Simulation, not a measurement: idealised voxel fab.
You're looking at the process module voxel double patterning.
Cross-section cut: width 295 nm, square cells of 5 nm.
Just so we're on the same page, the cross-sections are grids of square cells, and they're listed out in bands top to bottom, each band one or more rows deep.
Band entry format. Leading values: height of top, height of bottom, nm. Remainder: materials in left-to-right order, each with its width in nm. Special words: "everywhere" on a single material, which then fills the band edge to edge; "air", empty space.
Height is counted from the level 0, under which the received wafer is composed throughout of one material. The lowest of the bands is not closed at the bottom but continues downward, in the notation "from 0 down".
Think of "30..40" as a width that walks from the first number to the second as you go down the band, top row to bottom row, taking equal-sized steps from row to row.
What does "remained the same" mean for a step? It means no cell of the cross-section changed in that step.
Voids not open to the top, 8 cells minimum: see "Internal closed voids". Written width x height at distance; distance is from the left edge; nm.
Where a step's line continues beyond its settings, the continuation is a remark by the simulator itself on that step.
You can add "overlay nm" to a step's line. For a step with a mask, it describes how far the mask lay to the right of its planned position, and a negative number describes a lay to the left.

## The following list gives the planned process steps
1. op RECEIVE | material Si
2. op CONFORMAL_DEP | material SiN | thk nm 5
3. op DIRECTIONAL_DEP | material SiO2 | thk nm 10
4. op DIRECTIONAL_DEP | material SiCN | thk nm 10
5. op MASKED_ETCH | tone open | mask id FIRST | width nm 15 | pitch nm 50 | etch materials SiCN | depth nm 10 | overlay nm 0
6. op PATTERN | tone open | mask id SECOND | material resist | width nm 15 | thk nm 15 | overlay nm 0
7. op DIRECTIONAL_ETCH | etch materials SiCN | depth nm 10
8. op STRIP | etch materials resist
9. op DIRECTIONAL_ETCH | etch materials SiO2 | depth nm 10
10. op STRIP | etch materials SiCN

## Cross-section of the wafer upon arrival, representing the state reached after step 1
- from 0 down = Si everywhere
- Internal closed voids: none

## What the wafer looks like in cross-section after this module, when it starts as shown above and follows the plan above but one mistake is made in running it
- from 25 to 15 = 115 SiCN  15 air  10 SiCN  15 air  10 SiCN  15 air  115 SiCN
- from 15 to 5 = 115 SiO2  15 air  10 SiO2  15 air  10 SiO2  15 air  115 SiO2
- from 5 to 0 = SiN everywhere
- from 0 down = Si everywhere
- Internal closed voids: none
Deviation from plan: the plan's step 10 was left out and never carried out
